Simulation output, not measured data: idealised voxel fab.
Process module heading - voxel self aligned contacts
Section shown: cut. Width: 245 nm. Cell size: 5 nm, square.
Heads up, the way a cross-section reads in here is a grid of square cells, handed over as bands from the top down, with every band being one or more rows of cells.
This entry defines a band. It first specifies the height of the band's top and the height of its bottom in nm, and then specifies the band's materials from left to right, stating each material with its width in nm. The word "all across" identifies a single material that fills the band from edge to edge, while the word "empty" identifies empty space.
For the purposes of this specification, 0 denotes the height below which the wafer in its as-received condition is composed wholly of one material, and the lowermost band, lacking a lower limit, extends downward without end, as expressed in "0 down".
A width given as "30->40" starts at the first number in the band's top row and ends at the second number in its bottom row, shifting by an equal amount at every step from row to row.
"same as before", as given for a step, is the statement that not any cell of the cross-section underwent a change during that step.
The label "Fully sealed cavities" introduces a list of the empty spaces, 8 cells or larger, that have no open way up to the top; each entry in it reads width x height at distance, where the distance is taken from the left edge and all three are stated in nm.
Whatever follows a step's settings on its line is a remark the simulator itself makes about that step.
"overlay nm" on a masked step: distance the mask lay right of its planned place, negative for left.
PROCESS STEPS (PLANNED)
1: op RECEIVE | material Si
2: op OXIDIZE | depth nm 5
3: op DIRECTIONAL_DEP | material polySi | thk nm 30
4: op DIRECTIONAL_DEP | material SiN | thk nm 20
5: op DIRECTIONAL_DEP | material aC | thk nm 10
6: op PATTERN | tone cover | mask id GATE | material resist | width nm 35 | pitch nm 80 | thk nm 30 | overlay nm 0
7: op DIRECTIONAL_ETCH | etch materials aC | depth nm 10
8: op STRIP | etch materials resist
9: op DIRECTIONAL_ETCH | etch materials SiN | depth nm 20
10: op DIRECTIONAL_ETCH | etch materials polySi | depth nm 30
11: op STRIP | etch materials aC
12: op CONFORMAL_DEP | material SiN | thk nm 10
13: op DIRECTIONAL_ETCH | etch materials SiN | depth nm 10
14: op FILL_DEP | material SiO2 | thk nm 10
15: op CMP | height nm 55
16: op MASKED_ETCH | tone open | mask id CONTACT | width nm 55 | etch materials SiO2 | depth nm 60 | overlay nm 0
17: op CONFORMAL_DEP | material TiN | thk nm 5
18: op FILL_DEP | material Ru | thk nm 5
19: op CMP | height nm 55
20: op CONFORMAL_DEP | material SiN | thk nm 5
RUN AS PLANNED: FIRST OF TWO WAFERS
CROSS-SECTION OF THE WAFER AS IT CAME TO US, I.E., ALREADY THROUGH STEP 1
    0 down: Si all across
    Fully sealed cavities: none
ONCE STEP 2 IS THROUGH, THE WAFER LOOKS LIKE THIS IN CROSS-SECTION
    0 to -5: SiO2 all across
    Nothing below the height -5 has changed.
ONCE STEP 3 IS THROUGH, THE WAFER LOOKS LIKE THIS IN CROSS-SECTION
    30 to 0: polySi all across
    Nothing below the height 0 has changed.
ONCE STEP 4 IS THROUGH, THE WAFER LOOKS LIKE THIS IN CROSS-SECTION
    50 to 30: SiN all across
    Nothing below the height 30 has changed.
ONCE STEP 5 IS THROUGH, THE WAFER LOOKS LIKE THIS IN CROSS-SECTION
    60 to 50: aC all across
    Nothing below the height 50 has changed.
ONCE STEP 6 IS THROUGH, THE WAFER LOOKS LIKE THIS IN CROSS-SECTION
    90 to 60: 65 of empty, 35 of resist, 45 of empty, 35 of resist, 65 of empty
    Nothing below the height 60 has changed.
ONCE STEP 7 IS THROUGH, THE WAFER LOOKS LIKE THIS IN CROSS-SECTION
    80 to 60: 65 of empty, 35 of resist, 45 of empty, 35 of resist, 65 of empty
    60 to 50: 65 of empty, 35 of aC, 45 of empty, 35 of aC, 65 of empty
    Nothing below the height 50 has changed.
ONCE STEP 8 IS THROUGH, THE WAFER LOOKS LIKE THIS IN CROSS-SECTION
    60 to 50: 65 of empty, 35 of aC, 45 of empty, 35 of aC, 65 of empty
    Nothing below the height 50 has changed.
ONCE STEP 9 IS THROUGH, THE WAFER LOOKS LIKE THIS IN CROSS-SECTION
    60 to 50: 65 of empty, 35 of aC, 45 of empty, 35 of aC, 65 of empty
    50 to 30: 65 of empty, 35 of SiN, 45 of empty, 35 of SiN, 65 of empty
    Nothing below the height 30 has changed.
ONCE STEP 10 IS THROUGH, THE WAFER LOOKS LIKE THIS IN CROSS-SECTION
    60 to 50: 65 of empty, 35 of aC, 45 of empty, 35 of aC, 65 of empty
    50 to 30: 65 of empty, 35 of SiN, 45 of empty, 35 of SiN, 65 of empty
    30 to 0: 65 of empty, 35 of polySi, 45 of empty, 35 of polySi, 65 of empty
    Nothing below the height 0 has changed.
ONCE STEP 11 IS THROUGH, THE WAFER LOOKS LIKE THIS IN CROSS-SECTION
    50 to 30: 65 of empty, 35 of SiN, 45 of empty, 35 of SiN, 65 of empty
    Nothing below the height 30 has changed.
ONCE STEP 12 IS THROUGH, THE WAFER LOOKS LIKE THIS IN CROSS-SECTION
    60 to 30: 55 of empty, 55 of SiN, 25 of empty, 55 of SiN, 55 of empty
    30 to 10: 55 of empty, 10 of SiN, 35 of polySi, 10 of SiN, 25 of empty, 10 of SiN, 35 of polySi, 10 of SiN, 55 of empty
    10 to 0: 65 of SiN, 35 of polySi, 45 of SiN, 35 of polySi, 65 of SiN
    Nothing below the height 0 has changed.
ONCE STEP 13 IS THROUGH, THE WAFER LOOKS LIKE THIS IN CROSS-SECTION
    50 to 30: 55 of empty, 55 of SiN, 25 of empty, 55 of SiN, 55 of empty
    30 to 0: 55 of empty, 10 of SiN, 35 of polySi, 10 of SiN, 25 of empty, 10 of SiN, 35 of polySi, 10 of SiN, 55 of empty
    Nothing below the height 0 has changed.
ONCE STEP 14 IS THROUGH, THE WAFER LOOKS LIKE THIS IN CROSS-SECTION
    60 to 50: SiO2 all across
    50 to 30: 55 of SiO2, 55 of SiN, 25 of SiO2, 55 of SiN, 55 of SiO2
    30 to 0: 55 of SiO2, 10 of SiN, 35 of polySi, 10 of SiN, 25 of SiO2, 10 of SiN, 35 of polySi, 10 of SiN, 55 of SiO2
    Nothing below the height 0 has changed.
ONCE STEP 15 IS THROUGH, THE WAFER LOOKS LIKE THIS IN CROSS-SECTION
    55 to 50: SiO2 all across
    Nothing below the height 50 has changed.
ONCE STEP 16 IS THROUGH, THE WAFER LOOKS LIKE THIS IN CROSS-SECTION
    55 to 50: 95 of SiO2, 55 of empty, 95 of SiO2
    50 to 30: 55 of SiO2, 55 of SiN, 25 of empty, 55 of SiN, 55 of SiO2
    30 to 0: 55 of SiO2, 10 of SiN, 35 of polySi, 10 of SiN, 25 of empty, 10 of SiN, 35 of polySi, 10 of SiN, 55 of SiO2
    0 to -5: 110 of SiO2, 25 of empty, 110 of SiO2
    Nothing below the height -5 has changed.
ONCE STEP 17 IS THROUGH, THE WAFER LOOKS LIKE THIS IN CROSS-SECTION
    60 to 55: 100 of TiN, 45 of empty, 100 of TiN
    55 to 50: 95 of SiO2, 20 of TiN, 15 of empty, 20 of TiN, 95 of SiO2
    50 to 30: 55 of SiO2, 55 of SiN, 5 of TiN, 15 of empty, 5 of TiN, 55 of SiN, 55 of SiO2
    30 to 0: 55 of SiO2, 10 of SiN, 35 of polySi, 10 of SiN, 5 of TiN, 15 of empty, 5 of TiN, 10 of SiN, 35 of polySi, 10 of SiN, 55 of SiO2
    0 to -5: 110 of SiO2, 25 of TiN, 110 of SiO2
    Nothing below the height -5 has changed.
ONCE STEP 18 IS THROUGH, THE WAFER LOOKS LIKE THIS IN CROSS-SECTION
    65 to 60: Ru all across
    60 to 55: 100 of TiN, 45 of Ru, 100 of TiN
    55 to 50: 95 of SiO2, 20 of TiN, 15 of Ru, 20 of TiN, 95 of SiO2
    50 to 30: 55 of SiO2, 55 of SiN, 5 of TiN, 15 of Ru, 5 of TiN, 55 of SiN, 55 of SiO2
    30 to 0: 55 of SiO2, 10 of SiN, 35 of polySi, 10 of SiN, 5 of TiN, 15 of Ru, 5 of TiN, 10 of SiN, 35 of polySi, 10 of SiN, 55 of SiO2
    Nothing below the height 0 has changed.
ONCE STEP 19 IS THROUGH, THE WAFER LOOKS LIKE THIS IN CROSS-SECTION
    55 to 50: 95 of SiO2, 20 of TiN, 15 of Ru, 20 of TiN, 95 of SiO2
    Nothing below the height 50 has changed.
ONCE STEP 20 IS THROUGH, THE WAFER LOOKS LIKE THIS IN CROSS-SECTION
    60 to 55: SiN all across
    Nothing below the height 55 has changed.
THE SECOND WAFER: IDENTICAL TO THE FIRST AT THE OUTSET AND IN ITS PLANNED SEQUENCE, DIFFERING ONLY IN THAT ONE MISTAKE WAS MADE DURING PROCESSING; UP TO AND INCLUDING STEP 17, ITS PATH IS THE FIRST WAFER'S PATH
WHEN STEP 18 SHOULD HAVE ENDED
    65 to 60: aC all across
    60 to 55: 100 of TiN, 45 of aC, 100 of TiN
    55 to 50: 95 of SiO2, 20 of TiN, 15 of aC, 20 of TiN, 95 of SiO2
    50 to 30: 55 of SiO2, 55 of SiN, 5 of TiN, 15 of aC, 5 of TiN, 55 of SiN, 55 of SiO2
    30 to 0: 55 of SiO2, 10 of SiN, 35 of polySi, 10 of SiN, 5 of TiN, 15 of aC, 5 of TiN, 10 of SiN, 35 of polySi, 10 of SiN, 55 of SiO2
    Nothing below the height 0 has changed.
WHEN STEP 19 SHOULD HAVE ENDED
    55 to 50: 95 of SiO2, 20 of TiN, 15 of aC, 20 of TiN, 95 of SiO2
    Nothing below the height 50 has changed.
WHEN STEP 20 SHOULD HAVE ENDED
    60 to 55: SiN all across
    Nothing below the height 55 has changed.
Deviation noted in wafer processing: step 18 ran with different settings than intended, the actual operation and settings being op FILL_DEP | material aC | thk nm 5
Wafer comparison, final, in cells, second relative to first, materials more or fewer: 33 fewer of Ru; 33 more of aC
